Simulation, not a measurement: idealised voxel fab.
This is a process module. Its name is voxel capacitor over wiring.
225 nm wide, 5 nm square cells: that's cross-section cut.
Reading order for cross-sections: top band down to bottom band. Underlying form: a grid of square cells. Band size: one or more rows of cells.
What a band's entry tells you: where the top is and where the bottom is, as heights in nm, and after that what lies inside, material by material from left to right, each with its width in nm. Empty space is written as the word "blank", and a single material marked with the word "throughout" occupies the band from edge to edge.
Heights are reckoned from 0. Under this level, the received wafer is all of one material. The bottommost band is open-ended downward, for example "0..down".
Think of "30 to 40" as a width that walks from the first number to the second as you go down the band, top row to bottom row, taking equal-sized steps from row to row.
Key: "remained unchanged" - step with no changed cell in the cross-section.
In the "Closed empty spaces" entry, you get each enclosed empty space of 8 cells or more, one with no open way to the top, written width x height at distance, distance from the left edge, in nm.
On a step's line, text after the settings is the simulator commenting on that step.
When a step includes a mask, the "overlay nm" setting on its line states how far to the right of its planned place that mask lay, and negative values state how far to the left.
So the way this works: pairs, before and after one process step. The after picture only goes down to the lowest band that actually changed, nothing below. Step and its settings are under each pair. And watch out, pairs might come from different runs of this module, same starting wafer though, so a pair only follows on from the one above if its "Pre-process" entry tells you so.
Pre-process
	75..70 | 65 of blank; 65 of Al2O3; 95 of blank
	70..60 | TiN throughout
	60..40 | 65 of lowk; 5 of TiN; 5 of W; 5 of TiN; 145 of lowk
	40..35 | 65 of SiCN; 15 of TiN; 145 of SiCN
	35..15 | 60 of lowk; 20 of Ru; 60 of lowk; 20 of Ru; 65 of lowk
	15..10 | 60 of lowk; 20 of TiN; 60 of lowk; 20 of TiN; 65 of lowk
	10..0 | SiO2 throughout
	0..down | Si throughout
	Closed empty spaces: none
Sectional View, Post-Process
	90..85 | 65 of blank; 65 of aC; 95 of blank
	85..75 | aC throughout
	75..70 | 65 of aC; 65 of Al2O3; 95 of aC
	Below a height of 70, the structure has not been altered.
	Closed empty spaces: none
Relating the two cross-sections above, the step in between is DIRECTIONAL_DEP,material aC,thk nm 15
Pre-process: it's just the after picture from the pair right above this one.
Sectional View, Post-Process
	120..90 | 60 of blank; 75 of resist; 90 of blank
	90..85 | 60 of blank; 5 of resist; 65 of aC; 5 of resist; 90 of blank
	Below a height of 85, the structure has not been altered.
	Closed empty spaces: none
Relating the two cross-sections above, the step in between is PATTERN,tone cover,mask id LOWER_PLATE,material resist,width nm 75,thk nm 30,overlay nm 0
Pre-process: it's just the after picture from the pair right above this one.
Sectional View, Post-Process
	105..90 | 60 of blank; 75 of resist; 90 of blank
	90..85 | 60 of blank; 5 of resist; 65 of aC; 5 of resist; 90 of blank
	85..75 | 60 of blank; 75 of aC; 90 of blank
	75..70 | 60 of blank; 5 of aC; 65 of Al2O3; 5 of aC; 90 of blank
	Below a height of 70, the structure has not been altered.
	Closed empty spaces: none
Relating the two cross-sections above, the step in between is DIRECTIONAL_ETCH,etch materials aC,depth nm 15
Pre-process: it's just the after picture from the pair right above this one.
Sectional View, Post-Process
	90..85 | 65 of blank; 65 of aC; 95 of blank
	Below a height of 85, the structure has not been altered.
	Closed empty spaces: none
Relating the two cross-sections above, the step in between is STRIP,etch materials resist
Pre-process: it's just the after picture from the pair right above this one.
Sectional View, Post-Process
	90..85 | 65 of blank; 65 of aC; 95 of blank
	85..75 | 60 of blank; 75 of aC; 90 of blank
	75..70 | 60 of blank; 5 of aC; 65 of Al2O3; 5 of aC; 90 of blank
	70..65 | 60 of blank; 75 of TiN; 90 of blank
	Below a height of 65, the structure has not been altered.
	Closed empty spaces: none
Relating the two cross-sections above, the step in between is DIRECTIONAL_ETCH,etch materials TiN,depth nm 5
Pre-process: it's just the after picture from the pair right above this one.
Sectional View, Post-Process
	75..70 | 65 of blank; 65 of Al2O3; 95 of blank
	Below a height of 70, the structure has not been altered.
	Closed empty spaces: none
Relating the two cross-sections above, the step in between is STRIP,etch materials aC
Pre-process: it's just the after picture from the pair right above this one.
Sectional View, Post-Process
	95..75 | SiO2 throughout
	75..70 | 65 of SiO2; 65 of Al2O3; 95 of SiO2
	70..65 | 60 of SiO2; 75 of TiN; 90 of SiO2
	Below a height of 65, the structure has not been altered.
	Closed empty spaces: none
Relating the two cross-sections above, the step in between is FILL_DEP,material SiO2,thk nm 20
Pre-process: it's just the after picture from the pair right above this one.
Sectional View, Post-Process
	90..75 | SiO2 throughout
	Below a height of 75, the structure has not been altered.
	Closed empty spaces: none
Relating the two cross-sections above, the step in between is CMP,height nm 90
Pre-process: it's just the after picture from the pair right above this one.
Sectional View, Post-Process
	100..90 | aC throughout
	Below a height of 90, the structure has not been altered.
	Closed empty spaces: none
Relating the two cross-sections above, the step in between is DIRECTIONAL_DEP,material aC,thk nm 10
Pre-process: it's just the after picture from the pair right above this one.
Sectional View, Post-Process
	130..100 | 75 of resist; 15 of blank; 135 of resist
	Below a height of 100, the structure has not been altered.
	Closed empty spaces: none
Relating the two cross-sections above, the step in between is PATTERN,tone open,mask id PLUG_2,material resist,width nm 15,thk nm 30,overlay nm 0
Pre-process: it's just the after picture from the pair right above this one.
Sectional View, Post-Process
	120..100 | 75 of resist; 15 of blank; 135 of resist
	100..90 | 75 of aC; 15 of blank; 135 of aC
	Below a height of 90, the structure has not been altered.
	Closed empty spaces: none
Relating the two cross-sections above, the step in between is DIRECTIONAL_ETCH,etch materials aC,depth nm 10
Pre-process: it's just the after picture from the pair right above this one.
Sectional View, Post-Process
	100..90 | 75 of aC; 15 of blank; 135 of aC
	Below a height of 90, the structure has not been altered.
	Closed empty spaces: none
Relating the two cross-sections above, the step in between is STRIP,etch materials resist
Pre-process: it's just the after picture from the pair right above this one.
Sectional View, Post-Process
	100..90 | 75 of aC; 15 of blank; 135 of aC
	90..75 | 75 of SiO2; 15 of blank; 135 of SiO2
	Below a height of 75, the structure has not been altered.
	Closed empty spaces: none
Relating the two cross-sections above, the step in between is DIRECTIONAL_ETCH,etch materials SiO2,depth nm 15
Pre-process: it's just the after picture from the pair right above this one.
Sectional View, Post-Process
	90..75 | 75 of SiO2; 15 of blank; 135 of SiO2
	Below a height of 75, the structure has not been altered.
	Closed empty spaces: none
Relating the two cross-sections above, the step in between is STRIP,etch materials aC
Pre-process: it's just the after picture from the pair right above this one.
Sectional View, Post-Process
	95..90 | 80 of TiN; 5 of blank; 140 of TiN
	90..80 | 75 of SiO2; 5 of TiN; 5 of blank; 5 of TiN; 135 of SiO2
	80..75 | 75 of SiO2; 15 of TiN; 135 of SiO2
	Below a height of 75, the structure has not been altered.
	Closed empty spaces: none
Relating the two cross-sections above, the step in between is CONFORMAL_DEP,material TiN,thk nm 5
Pre-process: it's just the after picture from the pair right above this one.
Sectional View, Post-Process
	100..95 | Cu throughout
	95..90 | 80 of TiN; 5 of Cu; 140 of TiN
	90..80 | 75 of SiO2; 5 of TiN; 5 of Cu; 5 of TiN; 135 of SiO2
	Below a height of 80, the structure has not been altered.
	Closed empty spaces: none
Relating the two cross-sections above, the step in between is FILL_DEP,material Cu,thk nm 5
Pre-process: it's just the after picture from the pair right above this one.
Sectional View, Post-Process
	90..80 | 75 of SiO2; 5 of TiN; 5 of Cu; 5 of TiN; 135 of SiO2
	Below a height of 80, the structure has not been altered.
	Closed empty spaces: none
Relating the two cross-sections above, the step in between is CMP,height nm 90
Pre-process: it's just the after picture from the pair right above this one.
Sectional View, Post-Process
	95..90 | SiCN throughout
	Below a height of 90, the structure has not been altered.
	Closed empty spaces: none
Relating the two cross-sections above, the step in between is CONFORMAL_DEP,material SiCN,thk nm 5
Pre-process
	15..10 | TiN throughout
	10..0 | SiO2 throughout
	0..down | Si throughout
	Closed empty spaces: none
Sectional View, Post-Process
	25..15 | Ru throughout
	Below a height of 15, the structure has not been altered.
	Closed empty spaces: none
Relating the two cross-sections above, the step in between is DIRECTIONAL_DEP,material Ru,thk nm 10
Pre-process: it's just the after picture from the pair right above this one.
Sectional View, Post-Process
	40..25 | 60 of blank; 20 of resist; 60 of blank; 20 of resist; 65 of blank
	Below a height of 25, the structure has not been altered.
	Closed empty spaces: none
Relating the two cross-sections above, the step in between is PATTERN,tone cover,mask id METAL_1,material resist,width nm 20,pitch nm 80,thk nm 15,overlay nm 0
Pre-process: it's just the after picture from the pair right above this one.
Sectional View, Post-Process
	40..25 | 60 of blank; 20 of resist; 60 of blank; 20 of resist; 65 of blank
	25..15 | 60 of blank; 20 of Ru; 60 of blank; 20 of Ru; 65 of blank
	Below a height of 15, the structure has not been altered.
	Closed empty spaces: none
Relating the two cross-sections above, the step in between is DIRECTIONAL_ETCH,etch materials Ru,depth nm 20
Pre-process: it's just the after picture from the pair right above this one.
Sectional View, Post-Process
	40..25 | 60 of blank; 20 of resist; 60 of blank; 20 of resist; 65 of blank
	25..15 | 60 of blank; 20 of Ru; 60 of blank; 20 of Ru; 65 of blank
	15..10 | 60 of blank; 20 of TiN; 60 of blank; 20 of TiN; 65 of blank
	Below a height of 10, the structure has not been altered.
	Closed empty spaces: none
Relating the two cross-sections above, the step in between is DIRECTIONAL_ETCH,etch materials TiN,depth nm 5
Pre-process: it's just the after picture from the pair right above this one.
Sectional View, Post-Process
	25..15 | 60 of blank; 20 of Ru; 60 of blank; 20 of Ru; 65 of blank
	Below a height of 15, the structure has not been altered.
	Closed empty spaces: none
Relating the two cross-sections above, the step in between is STRIP,etch materials resist
Pre-process: it's just the after picture from the pair right above this one.
Sectional View, Post-Process
	35..25 | lowk throughout
	25..15 | 60 of lowk; 20 of Ru; 60 of lowk; 20 of Ru; 65 of lowk
	15..10 | 60 of lowk; 20 of TiN; 60 of lowk; 20 of TiN; 65 of lowk
	Below a height of 10, the structure has not been altered.
	Closed empty spaces: none
Relating the two cross-sections above, the step in between is FILL_DEP,material lowk,thk nm 10
Pre-process: it's just the after picture from the pair right above this one.
Sectional View, Post-Process
	40..35 | SiCN throughout
	Below a height of 35, the structure has not been altered.
	Closed empty spaces: none
Relating the two cross-sections above, the step in between is CONFORMAL_DEP,material SiCN,thk nm 5
Pre-process: it's just the after picture from the pair right above this one.
Sectional View, Post-Process
	60..40 | lowk throughout
	Below a height of 40, the structure has not been altered.
	Closed empty spaces: none
Relating the two cross-sections above, the step in between is DIRECTIONAL_DEP,material lowk,thk nm 20
Pre-process: it's just the after picture from the pair right above this one.
Sectional View, Post-Process
	75..60 | aC throughout
	Below a height of 60, the structure has not been altered.
	Closed empty spaces: none
Relating the two cross-sections above, the step in between is DIRECTIONAL_DEP,material aC,thk nm 15
Pre-process: it's just the after picture from the pair right above this one.
Sectional View, Post-Process
	110..75 | 65 of resist; 15 of blank; 145 of resist
	Below a height of 75, the structure has not been altered.
	Closed empty spaces: none
Relating the two cross-sections above, the step in between is PATTERN,tone open,mask id PLUG_1,material resist,width nm 15,thk nm 35,overlay nm 0
Pre-process: it's just the after picture from the pair right above this one.
Sectional View, Post-Process
	95..75 | 65 of resist; 15 of blank; 145 of resist
	75..60 | 65 of aC; 15 of blank; 145 of aC
	Below a height of 60, the structure has not been altered.
	Closed empty spaces: none
Relating the two cross-sections above, the step in between is DIRECTIONAL_ETCH,etch materials aC,depth nm 15
Pre-process: it's just the after picture from the pair right above this one.
Sectional View, Post-Process
	75..60 | 65 of aC; 15 of blank; 145 of aC
	Below a height of 60, the structure has not been altered.
	Closed empty spaces: none
Relating the two cross-sections above, the step in between is STRIP,etch materials resist
Pre-process: it's just the after picture from the pair right above this one.
Sectional View, Post-Process
	75..60 | 65 of aC; 15 of blank; 145 of aC
	60..40 | 65 of lowk; 15 of blank; 145 of lowk
	Below a height of 40, the structure has not been altered.
	Closed empty spaces: none
Relating the two cross-sections above, the step in between is DIRECTIONAL_ETCH,etch materials lowk,depth nm 20
Pre-process: it's just the after picture from the pair right above this one.
Sectional View, Post-Process
	75..60 | 65 of aC; 15 of blank; 145 of aC
	60..40 | 65 of lowk; 15 of blank; 145 of lowk
	40..35 | 65 of SiCN; 15 of blank; 145 of SiCN
	Below a height of 35, the structure has not been altered.
	Closed empty spaces: none
Relating the two cross-sections above, the step in between is DIRECTIONAL_ETCH,etch materials SiCN,depth nm 5
Pre-process: it's just the after picture from the pair right above this one.
Sectional View, Post-Process
	60..40 | 65 of lowk; 15 of blank; 145 of lowk
	Below a height of 40, the structure has not been altered.
	Closed empty spaces: none
Relating the two cross-sections above, the step in between is STRIP,etch materials aC
Pre-process: it's just the after picture from the pair right above this one.
Sectional View, Post-Process
	65..60 | 70 of TiN; 5 of blank; 150 of TiN
	60..40 | 65 of lowk; 5 of TiN; 5 of blank; 5 of TiN; 145 of lowk
	40..35 | 65 of SiCN; 15 of TiN; 145 of SiCN
	Below a height of 35, the structure has not been altered.
	Closed empty spaces: none
Relating the two cross-sections above, the step in between is CONFORMAL_DEP,material TiN,thk nm 5
Pre-process: it's just the after picture from the pair right above this one.
Sectional View, Post-Process
	75..65 | W throughout
	65..60 | 70 of TiN; 5 of W; 150 of TiN
	60..40 | 65 of lowk; 5 of TiN; 5 of W; 5 of TiN; 145 of lowk
	Below a height of 40, the structure has not been altered.
	Closed empty spaces: none
Relating the two cross-sections above, the step in between is FILL_DEP,material W,thk nm 10
Pre-process: it's just the after picture from the pair right above this one.
Sectional View, Post-Process
	60..40 | 65 of lowk; 5 of TiN; 5 of W; 5 of TiN; 145 of lowk
	Below a height of 40, the structure has not been altered.
	Closed empty spaces: none
Relating the two cross-sections above, the step in between is CMP,height nm 60
Pre-process: it's just the after picture from the pair right above this one.
Sectional View, Post-Process
	65..60 | TiN throughout
	Below a height of 60, the structure has not been altered.
	Closed empty spaces: none
Relating the two cross-sections above, the step in between is DIRECTIONAL_DEP,material TiN,thk nm 5
Pre-process: it's just the after picture from the pair right above this one.
Sectional View, Post-Process
	70..65 | Al2O3 throughout
	Below a height of 65, the structure has not been altered.
	Closed empty spaces: none
Relating the two cross-sections above, the step in between is DIRECTIONAL_DEP,material Al2O3,thk nm 5
Pre-process: it's just the after picture from the pair right above this one.
Sectional View, Post-Process
	75..70 | TiN throughout
	Below a height of 70, the structure has not been altered.
	Closed empty spaces: none
Relating the two cross-sections above, the step in between is DIRECTIONAL_DEP,material TiN,thk nm 5
Pre-process: it's just the after picture from the pair right above this one.
Sectional View, Post-Process
	75..70 | 65 of blank; 65 of TiN; 95 of blank
	Below a height of 70, the structure has not been altered.
	Closed empty spaces: none
Relating the two cross-sections above, the step in between is MASKED_ETCH,tone cover,mask id UPPER_PLATE,width nm 65,etch materials TiN,depth nm 5,overlay nm 0
Pre-process: it's just the after picture from the pair right above this one.
Sectional View, Post-Process
	75..70 | 65 of blank; 65 of TiN; 95 of blank
	70..65 | 65 of blank; 65 of Al2O3; 95 of blank
	Below a height of 65, the structure has not been altered.
	Closed empty spaces: none
Relating the two cross-sections above, the step in between is MASKED_ETCH,tone cover,mask id UPPER_PLATE,width nm 65,etch materials Al2O3,depth nm 5,overlay nm 0
Pre-process: it's just the after picture from the pair right above this one.
Sectional View, Post-Process
	90..80 | 65 of blank; 65 of aC; 95 of blank
	80..75 | aC throughout
	75..70 | 65 of aC; 65 of TiN; 95 of aC
	70..65 | 65 of aC; 65 of Al2O3; 95 of aC
	Below a height of 65, the structure has not been altered.
	Closed empty spaces: none
Relating the two cross-sections above, the step in between is DIRECTIONAL_DEP,material aC,thk nm 15
Pre-process: it's just the after picture from the pair right above this one.
Sectional View, Post-Process
	120..90 | 60 of blank; 75 of resist; 90 of blank
	90..80 | 60 of blank; 5 of resist; 65 of aC; 5 of resist; 90 of blank
	Below a height of 80, the structure has not been altered.
	Closed empty spaces: none
Relating the two cross-sections above, the step in between is PATTERN,tone cover,mask id LOWER_PLATE,material resist,width nm 75,thk nm 30,overlay nm 0
Pre-process: it's just the after picture from the pair right above this one.
Sectional View, Post-Process
	105..90 | 60 of blank; 75 of resist; 90 of blank
	90..80 | 60 of blank; 5 of resist; 65 of aC; 5 of resist; 90 of blank
	80..75 | 60 of blank; 75 of aC; 90 of blank
	75..70 | 60 of blank; 5 of aC; 65 of TiN; 5 of aC; 90 of blank
	70..65 | 60 of blank; 5 of aC; 65 of Al2O3; 5 of aC; 90 of blank
	Below a height of 65, the structure has not been altered.
	Closed empty spaces: none
Relating the two cross-sections above, the step in between is DIRECTIONAL_ETCH,etch materials aC,depth nm 15
Pre-process: it's just the after picture from the pair right above this one.
Sectional View, Post-Process
	90..80 | 65 of blank; 65 of aC; 95 of blank
	Below a height of 80, the structure has not been altered.
	Closed empty spaces: none
Relating the two cross-sections above, the step in between is STRIP,etch materials resist
Pre-process: it's just the after picture from the pair right above this one.
Sectional View, Post-Process
	90..80 | 65 of blank; 65 of aC; 95 of blank
	80..75 | 60 of blank; 75 of aC; 90 of blank
	75..70 | 60 of blank; 5 of aC; 65 of TiN; 5 of aC; 90 of blank
	70..65 | 60 of blank; 5 of aC; 65 of Al2O3; 5 of aC; 90 of blank
	65..60 | 60 of blank; 75 of TiN; 90 of blank
	Below a height of 60, the structure has not been altered.
	Closed empty spaces: none
Relating the two cross-sections above, the step in between is DIRECTIONAL_ETCH,etch materials TiN,depth nm 5
Pre-process: it's just the after picture from the pair right above this one.
Sectional View, Post-Process
	75..70 | 65 of blank; 65 of TiN; 95 of blank
	70..65 | 65 of blank; 65 of Al2O3; 95 of blank
	Below a height of 65, the structure has not been altered.
	Closed empty spaces: none
Relating the two cross-sections above, the step in between is STRIP,etch materials aC
Pre-process: it's just the after picture from the pair right above this one.
Sectional View, Post-Process
	95..75 | SiO2 throughout
	75..70 | 65 of SiO2; 65 of TiN; 95 of SiO2
	70..65 | 65 of SiO2; 65 of Al2O3; 95 of SiO2
	65..60 | 60 of SiO2; 75 of TiN; 90 of SiO2
	Below a height of 60, the structure has not been altered.
	Closed empty spaces: none
Relating the two cross-sections above, the step in between is FILL_DEP,material SiO2,thk nm 20
Pre-process: it's just the after picture from the pair right above this one.
Sectional View, Post-Process
	90..75 | SiO2 throughout
	Below a height of 75, the structure has not been altered.
	Closed empty spaces: none
Relating the two cross-sections above, the step in between is CMP,height nm 90
Pre-process: it's just the after picture from the pair right above this one.
Sectional View, Post-Process
	100..90 | aC throughout
	Below a height of 90, the structure has not been altered.
	Closed empty spaces: none
Relating the two cross-sections above, the step in between is DIRECTIONAL_DEP,material aC,thk nm 10
Pre-process: it's just the after picture from the pair right above this one.
Sectional View, Post-Process
	130..100 | 75 of resist; 15 of blank; 135 of resist
	Below a height of 100, the structure has not been altered.
	Closed empty spaces: none
Relating the two cross-sections above, the step in between is PATTERN,tone open,mask id PLUG_2,material resist,width nm 15,thk nm 30,overlay nm 0
Pre-process: it's just the after picture from the pair right above this one.
Sectional View, Post-Process
	120..100 | 75 of resist; 15 of blank; 135 of resist
	100..90 | 75 of aC; 15 of blank; 135 of aC
	Below a height of 90, the structure has not been altered.
	Closed empty spaces: none
Relating the two cross-sections above, the step in between is DIRECTIONAL_ETCH,etch materials aC,depth nm 10
Pre-process: it's just the after picture from the pair right above this one.
Sectional View, Post-Process
	100..90 | 75 of aC; 15 of blank; 135 of aC
	Below a height of 90, the structure has not been altered.
	Closed empty spaces: none
Relating the two cross-sections above, the step in between is STRIP,etch materials resist
Pre-process: it's just the after picture from the pair right above this one.
Sectional View, Post-Process
	100..90 | 75 of aC; 15 of blank; 135 of aC
	90..75 | 75 of SiO2; 15 of blank; 135 of SiO2
	Below a height of 75, the structure has not been altered.
	Closed empty spaces: none
Relating the two cross-sections above, the step in between is DIRECTIONAL_ETCH,etch materials SiO2,depth nm 15
Pre-process: it's just the after picture from the pair right above this one.
Sectional View, Post-Process
	90..75 | 75 of SiO2; 15 of blank; 135 of SiO2
	Below a height of 75, the structure has not been altered.
	Closed empty spaces: none
Relating the two cross-sections above, the step in between is STRIP,etch materials aC
Pre-process: it's just the after picture from the pair right above this one.
Sectional View, Post-Process
	95..90 | 80 of TiN; 5 of blank; 140 of TiN
	90..80 | 75 of SiO2; 5 of TiN; 5 of blank; 5 of TiN; 135 of SiO2
	80..70 | 75 to 65 of SiO2; 15 to 65 of TiN; 135 to 95 of SiO2
	Below a height of 70, the structure has not been altered.
	Closed empty spaces: none
Relating the two cross-sections above, the step in between is CONFORMAL_DEP,material TiN,thk nm 5
Pre-process: it's just the after picture from the pair right above this one.
Sectional View, Post-Process
	100..95 | Cu throughout
	95..90 | 80 of TiN; 5 of Cu; 140 of TiN
	90..80 | 75 of SiO2; 5 of TiN; 5 of Cu; 5 of TiN; 135 of SiO2
	Below a height of 80, the structure has not been altered.
	Closed empty spaces: none
Relating the two cross-sections above, the step in between is FILL_DEP,material Cu,thk nm 5
Pre-process: it's just the after picture from the pair right above this one.
Sectional View, Post-Process
	90..80 | 75 of SiO2; 5 of TiN; 5 of Cu; 5 of TiN; 135 of SiO2
	Below a height of 80, the structure has not been altered.
	Closed empty spaces: none
Relating the two cross-sections above, the step in between is CMP,height nm 90
Pre-process: it's just the after picture from the pair right above this one.
Sectional View, Post-Process
	95..90 | SiCN throughout
	Below a height of 90, the structure has not been altered.
	Closed empty spaces: none
Relating the two cross-sections above, the step in between is CONFORMAL_DEP,material SiCN,thk nm 5
Pre-process
	35..15 | Ru throughout
	15..10 | TiN throughout
	10..0 | SiO2 throughout
	0..down | Si throughout
	Closed empty spaces: none
Sectional View, Post-Process
	50..35 | 55 of blank; 30 of resist; 50 of blank; 30 of resist; 60 of blank
	Below a height of 35, the structure has not been altered.
	Closed empty spaces: none
Relating the two cross-sections above, the step in between is PATTERN,tone cover,mask id METAL_1,material resist,width nm 30,pitch nm 80,thk nm 15,overlay nm 0
Pre-process: it's just the after picture from the pair right above this one.
Sectional View, Post-Process
	50..35 | 55 of blank; 30 of resist; 50 of blank; 30 of resist; 60 of blank
	35..15 | 55 of blank; 30 of Ru; 50 of blank; 30 of Ru; 60 of blank
	Below a height of 15, the structure has not been altered.
	Closed empty spaces: none
Relating the two cross-sections above, the step in between is DIRECTIONAL_ETCH,etch materials Ru,depth nm 20
Pre-process: it's just the after picture from the pair right above this one.
Sectional View, Post-Process
	50..35 | 55 of blank; 30 of resist; 50 of blank; 30 of resist; 60 of blank
	35..15 | 55 of blank; 30 of Ru; 50 of blank; 30 of Ru; 60 of blank
	15..10 | 55 of blank; 30 of TiN; 50 of blank; 30 of TiN; 60 of blank
	Below a height of 10, the structure has not been altered.
	Closed empty spaces: none
Relating the two cross-sections above, the step in between is DIRECTIONAL_ETCH,etch materials TiN,depth nm 5
Pre-process: it's just the after picture from the pair right above this one.
Sectional View, Post-Process
	35..15 | 55 of blank; 30 of Ru; 50 of blank; 30 of Ru; 60 of blank
	Below a height of 15, the structure has not been altered.
	Closed empty spaces: none
Relating the two cross-sections above, the step in between is STRIP,etch materials resist
Pre-process: it's just the after picture from the pair right above this one.
Sectional View, Post-Process
	45..35 | lowk throughout
	35..15 | 55 of lowk; 30 of Ru; 50 of lowk; 30 of Ru; 60 of lowk
	15..10 | 55 of lowk; 30 of TiN; 50 of lowk; 30 of TiN; 60 of lowk
	Below a height of 10, the structure has not been altered.
	Closed empty spaces: none
Relating the two cross-sections above, the step in between is FILL_DEP,material lowk,thk nm 10
Pre-process: it's just the after picture from the pair right above this one.
Sectional View, Post-Process
	35..15 | 55 of lowk; 30 of Ru; 50 of lowk; 30 of Ru; 60 of lowk
	Below a height of 15, the structure has not been altered.
	Closed empty spaces: none
Relating the two cross-sections above, the step in between is CMP,height nm 35
Pre-process: it's just the after picture from the pair right above this one.
Sectional View, Post-Process
	40..35 | SiCN throughout
	Below a height of 35, the structure has not been altered.
	Closed empty spaces: none
Relating the two cross-sections above, the step in between is CONFORMAL_DEP,material SiCN,thk nm 5
Pre-process: it's just the after picture from the pair right above this one.
Sectional View, Post-Process
	60..40 | lowk throughout
	Below a height of 40, the structure has not been altered.
	Closed empty spaces: none
Relating the two cross-sections above, the step in between is DIRECTIONAL_DEP,material lowk,thk nm 20
Pre-process: it's just the after picture from the pair right above this one.
Sectional View, Post-Process
	75..60 | aC throughout
	Below a height of 60, the structure has not been altered.
	Closed empty spaces: none
Relating the two cross-sections above, the step in between is DIRECTIONAL_DEP,material aC,thk nm 15
Pre-process: it's just the after picture from the pair right above this one.
Sectional View, Post-Process
	110..75 | 65 of resist; 15 of blank; 145 of resist
	Below a height of 75, the structure has not been altered.
	Closed empty spaces: none
Relating the two cross-sections above, the step in between is PATTERN,tone open,mask id PLUG_1,material resist,width nm 15,thk nm 35,overlay nm 0
Pre-process: it's just the after picture from the pair right above this one.
Sectional View, Post-Process
	95..75 | 65 of resist; 15 of blank; 145 of resist
	75..60 | 65 of aC; 15 of blank; 145 of aC
	Below a height of 60, the structure has not been altered.
	Closed empty spaces: none
Relating the two cross-sections above, the step in between is DIRECTIONAL_ETCH,etch materials aC,depth nm 15
Pre-process: it's just the after picture from the pair right above this one.
Sectional View, Post-Process
	75..60 | 65 of aC; 15 of blank; 145 of aC
	Below a height of 60, the structure has not been altered.
	Closed empty spaces: none
Relating the two cross-sections above, the step in between is STRIP,etch materials resist
Pre-process: it's just the after picture from the pair right above this one.
Sectional View, Post-Process
	75..60 | 65 of aC; 15 of blank; 145 of aC
	60..40 | 65 of lowk; 15 of blank; 145 of lowk
	Below a height of 40, the structure has not been altered.
	Closed empty spaces: none
Relating the two cross-sections above, the step in between is DIRECTIONAL_ETCH,etch materials lowk,depth nm 20
Pre-process: it's just the after picture from the pair right above this one.
Sectional View, Post-Process
	75..60 | 65 of aC; 15 of blank; 145 of aC
	60..40 | 65 of lowk; 15 of blank; 145 of lowk
	40..35 | 65 of SiCN; 15 of blank; 145 of SiCN
	Below a height of 35, the structure has not been altered.
	Closed empty spaces: none
Relating the two cross-sections above, the step in between is DIRECTIONAL_ETCH,etch materials SiCN,depth nm 5
Pre-process: it's just the after picture from the pair right above this one.
Sectional View, Post-Process
	60..40 | 65 of lowk; 15 of blank; 145 of lowk
	Below a height of 40, the structure has not been altered.
	Closed empty spaces: none
Relating the two cross-sections above, the step in between is STRIP,etch materials aC
Pre-process: it's just the after picture from the pair right above this one.
Sectional View, Post-Process
	65..60 | 70 of TiN; 5 of blank; 150 of TiN
	60..40 | 65 of lowk; 5 of TiN; 5 of blank; 5 of TiN; 145 of lowk
	40..35 | 65 of SiCN; 15 of TiN; 145 of SiCN
	Below a height of 35, the structure has not been altered.
	Closed empty spaces: none
Relating the two cross-sections above, the step in between is CONFORMAL_DEP,material TiN,thk nm 5
Pre-process: it's just the after picture from the pair right above this one.
Sectional View, Post-Process
	75..65 | W throughout
	65..60 | 70 of TiN; 5 of W; 150 of TiN
	60..40 | 65 of lowk; 5 of TiN; 5 of W; 5 of TiN; 145 of lowk
	Below a height of 40, the structure has not been altered.
	Closed empty spaces: none
Relating the two cross-sections above, the step in between is FILL_DEP,material W,thk nm 10
Pre-process: it's just the after picture from the pair right above this one.
Sectional View, Post-Process
	60..40 | 65 of lowk; 5 of TiN; 5 of W; 5 of TiN; 145 of lowk
	Below a height of 40, the structure has not been altered.
	Closed empty spaces: none
Relating the two cross-sections above, the step in between is CMP,height nm 60
Pre-process: it's just the after picture from the pair right above this one.
Sectional View, Post-Process
	65..60 | TiN throughout
	Below a height of 60, the structure has not been altered.
	Closed empty spaces: none
Relating the two cross-sections above, the step in between is DIRECTIONAL_DEP,material TiN,thk nm 5
Pre-process: it's just the after picture from the pair right above this one.
Sectional View, Post-Process
	70..65 | Al2O3 throughout
	Below a height of 65, the structure has not been altered.
	Closed empty spaces: none
Relating the two cross-sections above, the step in between is DIRECTIONAL_DEP,material Al2O3,thk nm 5
Pre-process: it's just the after picture from the pair right above this one.
Sectional View, Post-Process
	75..70 | TiN throughout
	Below a height of 70, the structure has not been altered.
	Closed empty spaces: none
Relating the two cross-sections above, the step in between is DIRECTIONAL_DEP,material TiN,thk nm 5
Pre-process: it's just the after picture from the pair right above this one.
Sectional View, Post-Process
	75..70 | 65 of blank; 65 of TiN; 95 of blank
	Below a height of 70, the structure has not been altered.
	Closed empty spaces: none
Relating the two cross-sections above, the step in between is MASKED_ETCH,tone cover,mask id UPPER_PLATE,width nm 65,etch materials TiN,depth nm 5,overlay nm 0
Pre-process: it's just the after picture from the pair right above this one.
Sectional View, Post-Process
	75..70 | 65 of blank; 65 of TiN; 95 of blank
	70..65 | 65 of blank; 65 of Al2O3; 95 of blank
	Below a height of 65, the structure has not been altered.
	Closed empty spaces: none
Relating the two cross-sections above, the step in between is MASKED_ETCH,tone cover,mask id UPPER_PLATE,width nm 65,etch materials Al2O3,depth nm 5,overlay nm 0
Pre-process: it's just the after picture from the pair right above this one.
Sectional View, Post-Process
	90..80 | 65 of blank; 65 of aC; 95 of blank
	80..75 | aC throughout
	75..70 | 65 of aC; 65 of TiN; 95 of aC
	70..65 | 65 of aC; 65 of Al2O3; 95 of aC
	Below a height of 65, the structure has not been altered.
	Closed empty spaces: none
Relating the two cross-sections above, the step in between is DIRECTIONAL_DEP,material aC,thk nm 15
Pre-process: it's just the after picture from the pair right above this one.
Sectional View, Post-Process
	120..90 | 60 of blank; 75 of resist; 90 of blank
	90..80 | 60 of blank; 5 of resist; 65 of aC; 5 of resist; 90 of blank
	Below a height of 80, the structure has not been altered.
	Closed empty spaces: none
Relating the two cross-sections above, the step in between is PATTERN,tone cover,mask id LOWER_PLATE,material resist,width nm 75,thk nm 30,overlay nm 0
Pre-process: it's just the after picture from the pair right above this one.
Sectional View, Post-Process
	105..90 | 60 of blank; 75 of resist; 90 of blank
	90..80 | 60 of blank; 5 of resist; 65 of aC; 5 of resist; 90 of blank
	80..75 | 60 of blank; 75 of aC; 90 of blank
	75..70 | 60 of blank; 5 of aC; 65 of TiN; 5 of aC; 90 of blank
	70..65 | 60 of blank; 5 of aC; 65 of Al2O3; 5 of aC; 90 of blank
	Below a height of 65, the structure has not been altered.
	Closed empty spaces: none
Relating the two cross-sections above, the step in between is DIRECTIONAL_ETCH,etch materials aC,depth nm 15
Pre-process: it's just the after picture from the pair right above this one.
Sectional View, Post-Process
	90..80 | 65 of blank; 65 of aC; 95 of blank
	Below a height of 80, the structure has not been altered.
	Closed empty spaces: none
Relating the two cross-sections above, the step in between is STRIP,etch materials resist
